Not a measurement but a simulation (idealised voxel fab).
Name of the process module below: voxel released beams
The figure presents cross-section cut, which has a width of 280 nm and is divided into square cells with an edge length of 5 nm.
We lay out every cross-section as a grid of square cells and spell it out in bands from the top down, where one band means one or more rows of cells.
This entry defines a band. It first specifies the height of the band's top and the height of its bottom in nm, and then specifies the band's materials from left to right, stating each material with its width in nm. The word "full width" identifies a single material that fills the band from edge to edge, while the word "blank" identifies empty space.
Basically, 0 is our baseline, since under it the wafer straight out of the box is all one material. The bottom band has no lower end and keeps on going down, so it looks like "top 0, no bottom".
So if you see something like "30 to 40" for the width, read it as the top row of the band sitting at the first number and the bottom row at the second, with every row in between moving by the same amount as the last.
It should be understood that the words "nothing got changed", when stated for a given step, signify that the cross-section underwent no change in any of its cells during that step.
So "Tabulated closed voids" is basically the list of trapped voids: any empty space of 8 cells or more that can't reach the top through an opening. They're written width x height at distance, the distance being from the left edge, and it's all nm.
On each step's line, the part that comes after the settings is the simulator's own comment on the step.
You can add "overlay nm" to a step's line. For a step with a mask, it describes how far the mask lay to the right of its planned position, and a negative number describes a lay to the left.
-- This section lists the process steps that were planned
| 1 | RECEIVE,material Si |
| 2 | CONFORMAL_DEP,material Al2O3,thk nm 5 |
| 3 | DIRECTIONAL_DEP,material SiO2,thk nm 10 |
| 4 | DIRECTIONAL_DEP,material aC,thk nm 10 |
| 5 | PATTERN,tone open,mask id ANCHOR,material resist,width nm 40,thk nm 25,overlay nm 0 |
| 6 | DIRECTIONAL_ETCH,etch materials aC,depth nm 10 |
| 7 | STRIP,etch materials resist |
| 8 | DIRECTIONAL_ETCH,etch materials SiO2,depth nm 10 |
| 9 | STRIP,etch materials aC |
| 10 | CONFORMAL_DEP,material SiN,thk nm 15 |
| 11 | MASKED_ETCH,tone cover,mask id BEAM,width nm 85,etch materials SiN,depth nm 15,overlay nm 0 |
| 12 | STRIP,etch materials SiO2 |
-- Cross-section: wafer on arrival = after step 1
  top 0, no bottom | Si full width
  Tabulated closed voids: none
-- Module complete, cross-section. Starting point and plan per above. One mistake made in running the module
  top 45, bottom 30 | blank=95 | SiN=85 | blank=100
  top 30, bottom 15 | SiN full width
  top 15, bottom 5 | SiO2=100 | SiN=40 | SiO2=140
  top 5, bottom 0 | Al2O3 full width
  top 0, no bottom | Si full width
  Tabulated closed voids: none
So what did we get wrong on this run? the plan had its step 10 run twice
